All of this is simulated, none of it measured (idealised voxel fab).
process module | voxel ribs on slabs
cross-section cut | 265 nm wide | cells 5 nm
A cross-section is a grid of square cells, given in bands from the top down. A band is one or more rows of cells.
Each band's line starts with the height of the band's top and of its bottom, in nm. Then come its materials from left to right, each with its width in nm. One material with "throughout" fills the band from edge to edge. "air" is empty space.
Height 0 is the level under which the wafer as received is all one material. The lowest band goes on downwards, as in "0 down".
A width such as "30 to 40" changes by the same amount from each row of cells to the next, from the band's top row to its bottom row.
"no change" after a step means that no cell of the cross-section changed.
closed voids: empty space of 8 cells or more with no open way to the top, each as width x height at its distance from the left edge, in nm
after a step's settings: what the simulator itself notes on the step
overlay nm, on a step with a mask: how far to the right of its planned place the mask lay; to the left if negative
plan
1 op RECEIVE | material Si
2 op DIRECTIONAL_DEP | material SiO2 | thk nm 20
3 op DIRECTIONAL_DEP | material polySi | thk nm 20
4 op PATTERN | tone cover | mask id RIB | material resist | width nm 30 | thk nm 15 | overlay nm 0
5 op DIRECTIONAL_ETCH | etch materials polySi | depth nm 5
6 op STRIP | etch materials resist
7 op PATTERN | tone cover | mask id SLAB | material resist | width nm 90 | thk nm 20 | overlay nm 0
8 op DIRECTIONAL_ETCH | etch materials polySi | depth nm 15
9 op STRIP | etch materials resist
10 op FILL_DEP | material SiO2 | thk nm 30
11 op CMP | height nm 60
12 op DIRECTIONAL_DEP | material TiN | thk nm 10
13 op PATTERN | tone cover | mask id HEATER | material resist | width nm 40 | thk nm 15 | overlay nm 0
14 op DIRECTIONAL_ETCH | etch materials TiN | depth nm 10
15 op STRIP | etch materials resist
16 op CONFORMAL_DEP | material SiN | thk nm 5
varied across the wafers: thk nm of step 16. The plan shows the first wafer's value. All wafers start alike
first wafer as received, after step 1
  0 down: Si throughout
  closed voids: none
each wafer at the end: cells of each material gained (+) or lost (-) since it was received, then its closed voids
thk nm 5 | +57 SiN | +576 SiO2 | +16 TiN | +60 polySi | closed voids: none
thk nm 10 | +114 SiN | +576 SiO2 | +16 TiN | +60 polySi | closed voids: none
thk nm 15 | +171 SiN | +576 SiO2 | +16 TiN | +60 polySi | closed voids: none
thk nm 20 | +228 SiN | +576 SiO2 | +16 TiN | +60 polySi | closed voids: none
